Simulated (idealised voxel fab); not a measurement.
The process module presented herein is designated voxel transistor to metal.
Cross-section cut spans 275 nm and uses square cells 5 nm in size.
A cross-section is written here as square cells arranged in a grid, and it is given in bands from the top down, each band taking up one or more rows of cells. Each band's line starts with the height of the band's top and of its bottom, in nm. Then come its materials from left to right, each with its width in nm. One material with "edge to edge" fills the band from edge to edge. "air" is empty space. Heights are expressed relative to 0, this being the level below which the as-received wafer comprises one material exclusively. The lowest band is unbounded in the downward direction and is denoted as in "0 -> down". A width given as "30 to 40" starts at the first number in the band's top row and ends at the second number in its bottom row, shifting by an equal amount at every step from row to row. "no modification" after a step means that no cell of the cross-section changed. Look at "Enclosed void listing" for the closed voids: empty spaces with no open path to the top, sized 8 cells or up. Each is width x height at distance, distance from the left edge, all nm. Whatever follows a step's settings on its line is a remark the simulator itself makes about that step. overlay nm: mask right of planned place by this much (step with mask). Neg. = left.

**The steps planned for the process are as follows**
1,RECEIVE, material Si
2,OXIDIZE, depth nm 5
3,CONFORMAL_DEP, material SiN, thk nm 15
4,DIRECTIONAL_DEP, material aC, thk nm 15
5,PATTERN, tone cover, mask id ACTIVE, material resist, width nm 95, pitch nm 130, thk nm 30, overlay nm 0
6,DIRECTIONAL_ETCH, etch materials aC, depth nm 15
7,STRIP, etch materials resist
8,DIRECTIONAL_ETCH, etch materials SiN, depth nm 15
9,DIRECTIONAL_ETCH, etch materials SiO2, depth nm 5
10,DIRECTIONAL_ETCH, etch materials Si, depth nm 25
11,STRIP, etch materials aC
12,FILL_DEP, material SiO2, thk nm 10
13,CMP, height nm 15
14,SELECTIVE_ETCH, etch materials SiO2, depth nm 5
15,STRIP, etch materials SiN
16,SELECTIVE_ETCH, etch materials SiO2, depth nm 5
17,OXIDIZE, depth nm 5
18,DIRECTIONAL_DEP, material polySi, thk nm 30
19,DIRECTIONAL_DEP, material SiCN, thk nm 15
20,DIRECTIONAL_DEP, material aC, thk nm 10
21,PATTERN, tone cover, mask id GATE, material resist, width nm 25, pitch nm 130, thk nm 30, overlay nm 0
22,DIRECTIONAL_ETCH, etch materials aC, depth nm 10
23,STRIP, etch materials resist
24,DIRECTIONAL_ETCH, etch materials SiCN, depth nm 25
25,DIRECTIONAL_ETCH, etch materials polySi, depth nm 40
26,STRIP, etch materials aC
27,CONFORMAL_DEP, material SiN, thk nm 5
28,DIRECTIONAL_ETCH, etch materials SiN, depth nm 5
29,DIRECTIONAL_ETCH, etch materials SiO2, depth nm 5
30,DIRECTIONAL_ETCH, etch materials Si, depth nm 15
31,EPI, material pSi, thk nm 20
32,FILL_DEP, material SiO2, thk nm 5
33,CMP, height nm 40
34,DIRECTIONAL_DEP, material SiO2, thk nm 15
35,PATTERN, tone open, mask id CONTACT, material resist, width nm 30, pitch nm 65, thk nm 15, overlay nm 0
36,DIRECTIONAL_ETCH, etch materials SiO2, depth nm 60
37,STRIP, etch materials resist
38,CONFORMAL_DEP, material TiN, thk nm 5
39,FILL_DEP, material W, thk nm 5
40,CMP, height nm 55
41,DIRECTIONAL_DEP, material TiN, thk nm 5
42,DIRECTIONAL_DEP, material W, thk nm 25
43,MASKED_ETCH, tone cover, mask id METAL_1, width nm 15, etch materials W, depth nm 25, overlay nm 0
44,MASKED_ETCH, tone cover, mask id METAL_1, width nm 15, etch materials TiN, depth nm 5, overlay nm 0
45,CONFORMAL_DEP, material SiCN, thk nm 5
46,FILL_DEP, material SiO2, thk nm 5
47,CMP, height nm 85
48,CONFORMAL_DEP, material SiN, thk nm 5
The wafers in this document start out alike and differ in the width nm applied at step 5; the plan shows the value used for the first wafer.

**Step 1 complete: as-received cross-section of the first of several wafers**
	0 -> down = Si edge to edge
	Enclosed void listing: none

**Cross-section after step 48, the final step of the module, for the first of several wafers**
	90 -> 85 = SiN edge to edge
	85 -> 60 = SiO2: 20 | SiCN: 5 | W: 15 | SiCN: 5 | SiO2: 55 | SiCN: 5 | W: 15 | SiCN: 5 | SiO2: 25 | SiCN: 5 | W: 15 | SiCN: 5 | SiO2: 55 | SiCN: 5 | W: 15 | SiCN: 5 | SiO2: 20
	60 -> 55 = SiCN: 25 | TiN: 15 | SiCN: 65 | TiN: 15 | SiCN: 35 | TiN: 15 | SiCN: 65 | TiN: 15 | SiCN: 25
	55 -> 40 = SiO2: 25 | TiN: 5 | W: 20 | TiN: 5 | SiO2: 35 | TiN: 5 | W: 20 | TiN: 5 | SiO2: 35 | TiN: 5 | W: 20 | TiN: 5 | SiO2: 35 | TiN: 5 | W: 20 | TiN: 5 | SiO2: 25
	40 -> 25 = SiO2: 25 | TiN: 5 | W: 20 | TiN: 5 | SiN: 5 | SiCN: 25 | SiN: 5 | TiN: 5 | W: 20 | TiN: 5 | SiO2: 35 | TiN: 5 | W: 20 | TiN: 5 | SiN: 5 | SiCN: 25 | SiN: 5 | TiN: 5 | W: 20 | TiN: 5 | SiO2: 25
	25 -> 15 = SiO2: 25 | TiN: 5 | W: 20 | TiN: 5 | SiN: 5 | polySi: 25 | SiN: 5 | TiN: 5 | W: 20 | TiN: 5 | SiO2: 35 | TiN: 5 | W: 20 | TiN: 5 | SiN: 5 | polySi: 25 | SiN: 5 | TiN: 5 | W: 20 | TiN: 5 | SiO2: 25
	15 -> 10 = SiO2: 25 | TiN: 30 | SiN: 5 | polySi: 25 | SiN: 5 | TiN: 30 | SiO2: 35 | TiN: 30 | SiN: 5 | polySi: 25 | SiN: 5 | TiN: 30 | SiO2: 25
	10 -> 5 = SiO2: 25 | TiN: 10 | pSi: 20 | SiN: 5 | polySi: 25 | SiN: 5 | pSi: 20 | TiN: 10 | SiO2: 35 | TiN: 10 | pSi: 20 | SiN: 5 | polySi: 25 | SiN: 5 | pSi: 20 | TiN: 10 | SiO2: 25
	5 -> -5 = SiO2: 20 | SiN: 5 | TiN: 10 | pSi: 20 | SiN: 5 | polySi: 25 | SiN: 5 | pSi: 20 | TiN: 10 | SiN: 5 | SiO2: 25 | SiN: 5 | TiN: 10 | pSi: 20 | SiN: 5 | polySi: 25 | SiN: 5 | pSi: 20 | TiN: 10 | SiN: 5 | SiO2: 20
	-5 -> -10 = SiO2: 25 | pSi: 30 | SiO2: 35 | pSi: 30 | SiO2: 35 | pSi: 30 | SiO2: 35 | pSi: 30 | SiO2: 25
	-10 -> -25 = SiO2: 25 | pSi: 30 | Si: 35 | pSi: 30 | SiO2: 35 | pSi: 30 | Si: 35 | pSi: 30 | SiO2: 25
	-25 -> -30 = SiO2: 25 | Si: 95 | SiO2: 35 | Si: 95 | SiO2: 25
	-30 -> down = Si edge to edge
	Enclosed void listing: none

**Last wafer of the set, cross-sectioned at end of module**
	90 -> 85 = SiN edge to edge
	85 -> 60 = SiO2: 20 | SiCN: 5 | W: 15 | SiCN: 5 | SiO2: 55 | SiCN: 5 | W: 15 | SiCN: 5 | SiO2: 25 | SiCN: 5 | W: 15 | SiCN: 5 | SiO2: 55 | SiCN: 5 | W: 15 | SiCN: 5 | SiO2: 20
	60 -> 55 = SiCN: 25 | TiN: 15 | SiCN: 65 | TiN: 15 | SiCN: 35 | TiN: 15 | SiCN: 65 | TiN: 15 | SiCN: 25
	55 -> 40 = SiO2: 25 | TiN: 5 | W: 20 | TiN: 5 | SiO2: 35 | TiN: 5 | W: 20 | TiN: 5 | SiO2: 35 | TiN: 5 | W: 20 | TiN: 5 | SiO2: 35 | TiN: 5 | W: 20 | TiN: 5 | SiO2: 25
	40 -> 25 = SiO2: 25 | TiN: 5 | W: 20 | TiN: 5 | SiN: 5 | SiCN: 25 | SiN: 5 | TiN: 5 | W: 20 | TiN: 5 | SiO2: 35 | TiN: 5 | W: 20 | TiN: 5 | SiN: 5 | SiCN: 25 | SiN: 5 | TiN: 5 | W: 20 | TiN: 5 | SiO2: 25
	25 -> 15 = SiO2: 25 | TiN: 5 | W: 20 | TiN: 5 | SiN: 5 | polySi: 25 | SiN: 5 | TiN: 5 | W: 20 | TiN: 5 | SiO2: 35 | TiN: 5 | W: 20 | TiN: 5 | SiN: 5 | polySi: 25 | SiN: 5 | TiN: 5 | W: 20 | TiN: 5 | SiO2: 25
	15 -> 10 = SiO2: 25 | TiN: 30 | SiN: 5 | polySi: 25 | SiN: 5 | TiN: 30 | SiO2: 35 | TiN: 30 | SiN: 5 | polySi: 25 | SiN: 5 | TiN: 30 | SiO2: 25
	10 -> 5 = SiO2: 25 | TiN: 10 | pSi: 20 | SiN: 5 | polySi: 25 | SiN: 5 | pSi: 20 | TiN: 10 | SiO2: 35 | TiN: 10 | pSi: 20 | SiN: 5 | polySi: 25 | SiN: 5 | pSi: 20 | TiN: 10 | SiO2: 25
	5 -> -5 = SiO2: 10 | SiN: 5 | SiO2: 10 | TiN: 10 | pSi: 20 | SiN: 5 | polySi: 25 | SiN: 5 | pSi: 20 | TiN: 10 | SiO2: 10 | SiN: 5 | SiO2: 5 | SiN: 5 | SiO2: 10 | TiN: 10 | pSi: 20 | SiN: 5 | polySi: 25 | SiN: 5 | pSi: 20 | TiN: 10 | SiO2: 10 | SiN: 5 | SiO2: 10
	-5 -> -10 = SiO2: 15 | pSi: 40 | SiO2: 35 | pSi: 40 | SiO2: 15 | pSi: 40 | SiO2: 35 | pSi: 40 | SiO2: 15
	-10 -> -25 = SiO2: 15 | pSi: 40 | Si: 35 | pSi: 40 | SiO2: 15 | pSi: 40 | Si: 35 | pSi: 40 | SiO2: 15
	-25 -> -30 = SiO2: 15 | Si: 115 | SiO2: 15 | Si: 115 | SiO2: 15
	-30 -> down = Si edge to edge
	Enclosed void listing: none

**The rows of the table below are wafers. Looking at the end of the module, a row counts, for every material, the cells the wafer has gained, shown as (+), or lost, shown as (-), since it was received; its closed voids come next**
width nm 95, -250 Si, +113 SiCN, +99 SiN, +512 SiO2, +124 TiN, +188 W, +144 pSi, +60 polySi, Enclosed void listing: none
width nm 100, -248 Si, +113 SiCN, +99 SiN, +502 SiO2, +124 TiN, +188 W, +152 pSi, +60 polySi, Enclosed void listing: none
width nm 105, -246 Si, +113 SiCN, +99 SiN, +492 SiO2, +124 TiN, +188 W, +160 pSi, +60 polySi, Enclosed void listing: none
width nm 110, -244 Si, +113 SiCN, +99 SiN, +482 SiO2, +124 TiN, +188 W, +168 pSi, +60 polySi, Enclosed void listing: none
width nm 115, -242 Si, +113 SiCN, +99 SiN, +472 SiO2, +124 TiN, +188 W, +176 pSi, +60 polySi, Enclosed void listing: none
